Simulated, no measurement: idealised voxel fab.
Process module heading - voxel capacitor over wiring
cross-section cut | 205 nm wide | cells 5 nm
Think of the cross-section as a grid of square cells. We describe it in bands, top to bottom, and each band covers one or more rows of those cells. First you get the band's top height and its bottom height, in nm, and then the materials it's made of, left to right, with each width in nm. If you see a single material with "throughout", that one covers the band edge to edge. "air" is empty space. Heights from 0 (as-received wafer is one material below). Bottom band endless downward, as "0 -> down". Width spec "30..40" -> top row of cells at first value, bottom row at second value, equal per-row change in between. Basically "remained unchanged" means that step didn't change any cell in the cross-section. "Catalogued sealed voids": empty spaces of 8 cells or more with no open way to the top, each given as width x height at distance, distance from the left edge, all in nm. What comes after the settings on a step's line is commentary from the simulator itself on that step. overlay nm: where the mask lay relative to plan, measured to the right, on steps with a mask; negatives go left.
# Steps in the process plan
1 RECEIVE (material Si)
2 CONFORMAL_DEP (material SiO2; thk nm 10)
3 CONFORMAL_DEP (material SiCN; thk nm 5)
4 DIRECTIONAL_DEP (material lowk; thk nm 25)
5 MASKED_ETCH (tone open; mask id METAL_1; width nm 25; pitch nm 90; etch materials lowk; depth nm 25; overlay nm 0)
6 MASKED_ETCH (tone open; mask id METAL_1; width nm 25; pitch nm 90; etch materials SiCN; depth nm 5; overlay nm 0)
7 CONFORMAL_DEP (material TiN; thk nm 5)
8 FILL_DEP (material Cu; thk nm 5)
9 CMP (height nm 40)
10 CONFORMAL_DEP (material SiCN; thk nm 5)
11 DIRECTIONAL_DEP (material lowk; thk nm 10)
12 MASKED_ETCH (tone open; mask id PLUG_1; width nm 15; etch materials lowk; depth nm 10; overlay nm 0)
13 MASKED_ETCH (tone open; mask id PLUG_1; width nm 15; etch materials SiCN; depth nm 5; overlay nm -15)
14 CONFORMAL_DEP (material TiN; thk nm 5)
15 FILL_DEP (material Ru; thk nm 5)
16 CMP (height nm 55)
17 DIRECTIONAL_DEP (material TiN; thk nm 10)
18 DIRECTIONAL_DEP (material SiN; thk nm 5)
19 DIRECTIONAL_DEP (material TiN; thk nm 10)
20 PATTERN (tone cover; mask id UPPER_PLATE; material resist; width nm 70; thk nm 15; overlay nm 0)
21 DIRECTIONAL_ETCH (etch materials TiN; depth nm 10)
22 DIRECTIONAL_ETCH (etch materials SiN; depth nm 5)
23 STRIP (etch materials resist)
24 PATTERN (tone cover; mask id LOWER_PLATE; material resist; width nm 80; thk nm 20; overlay nm 0)
25 DIRECTIONAL_ETCH (etch materials TiN; depth nm 10)
26 STRIP (etch materials resist)
27 FILL_DEP (material SiO2; thk nm 20)
28 CMP (height nm 95)
29 PATTERN (tone open; mask id PLUG_2; material resist; width nm 15; thk nm 20; overlay nm 0)
30 DIRECTIONAL_ETCH (etch materials SiO2; depth nm 15)
31 STRIP (etch materials resist)
32 CONFORMAL_DEP (material TiN; thk nm 5)
33 FILL_DEP (material Ru; thk nm 10)
34 CMP (height nm 95)
35 CONFORMAL_DEP (material SiN; thk nm 5)
Be aware that, although all wafers share a common starting state, the overlay nm at step 13 differs among them, and the plan displays the first wafer's value.
# As received, i.e. after step 1: cross-section through the first of several wafers
0 -> down = Si throughout
Catalogued sealed voids: none
# Depicted here is the first of several wafers in cross-section, at module completion following the last step, step 35
100 -> 95 = SiN throughout
95 -> 85 = 65 of SiO2  5 of TiN  5 of Ru  5 of TiN  125 of SiO2
85 -> 80 = 65 of SiO2  15 of TiN  125 of SiO2
80 -> 70 = 55 of SiO2  70 of TiN  80 of SiO2
70 -> 65 = 55 of SiO2  70 of SiN  80 of SiO2
65 -> 55 = 50 of SiO2  80 of TiN  75 of SiO2
55 -> 50 = 55 of lowk  5 of TiN  5 of Ru  5 of TiN  135 of lowk
50 -> 45 = 55 of lowk  15 of TiN  135 of lowk
45 -> 40 = SiCN throughout
40 -> 15 = 45 of lowk  5 of TiN  15 of Cu  5 of TiN  65 of lowk  5 of TiN  15 of Cu  5 of TiN  45 of lowk
15 -> 10 = 45 of SiCN  25 of TiN  65 of SiCN  25 of TiN  45 of SiCN
10 -> 0 = SiO2 throughout
0 -> down = Si throughout
Catalogued sealed voids: none
# Module end, final wafer: cross-section
100 -> 95 = SiN throughout
95 -> 85 = 65 of SiO2  5 of TiN  5 of Ru  5 of TiN  125 of SiO2
85 -> 80 = 65 of SiO2  15 of TiN  125 of SiO2
80 -> 70 = 55 of SiO2  70 of TiN  80 of SiO2
70 -> 65 = 55 of SiO2  70 of SiN  80 of SiO2
65 -> 55 = 50 of SiO2  80 of TiN  75 of SiO2
55 -> 50 = 55 of lowk  5 of TiN  5 of Ru  5 of TiN  135 of lowk
50 -> 45 = 55 of lowk  15 of TiN  135 of lowk
45 -> 40 = SiCN throughout
40 -> 15 = 45 of lowk  5 of TiN  15 of Cu  5 of TiN  65 of lowk  5 of TiN  15 of Cu  5 of TiN  45 of lowk
15 -> 10 = 45 of SiCN  25 of TiN  65 of SiCN  25 of TiN  45 of SiCN
10 -> 0 = SiO2 throughout
0 -> down = Si throughout
Catalogued sealed voids: none
# Heads up, this table goes wafer by wafer. A row tells you, at the end of the module, how many cells of each material that wafer has put on (+) or dropped (-) since it was received, and then its closed voids
overlay nm -15; +30 Cu; +3 Ru; +72 SiCN; +55 SiN; +327 SiO2; +102 TiN; +231 lowk; Catalogued sealed voids: none
overlay nm -10; +30 Cu; +3 Ru; +71 SiCN; +55 SiN; +327 SiO2; +103 TiN; +231 lowk; Catalogued sealed voids: none
overlay nm -5; +30 Cu; +3 Ru; +70 SiCN; +55 SiN; +327 SiO2; +104 TiN; +231 lowk; Catalogued sealed voids: none
overlay nm 0; +30 Cu; +4 Ru; +69 SiCN; +55 SiN; +327 SiO2; +104 TiN; +231 lowk; Catalogued sealed voids: none
overlay nm 5; +30 Cu; +3 Ru; +70 SiCN; +55 SiN; +327 SiO2; +104 TiN; +231 lowk; Catalogued sealed voids: none
overlay nm 10; +30 Cu; +3 Ru; +71 SiCN; +55 SiN; +327 SiO2; +103 TiN; +231 lowk; Catalogued sealed voids: none
overlay nm 15; +30 Cu; +3 Ru; +72 SiCN; +55 SiN; +327 SiO2; +102 TiN; +231 lowk; Catalogued sealed voids: none
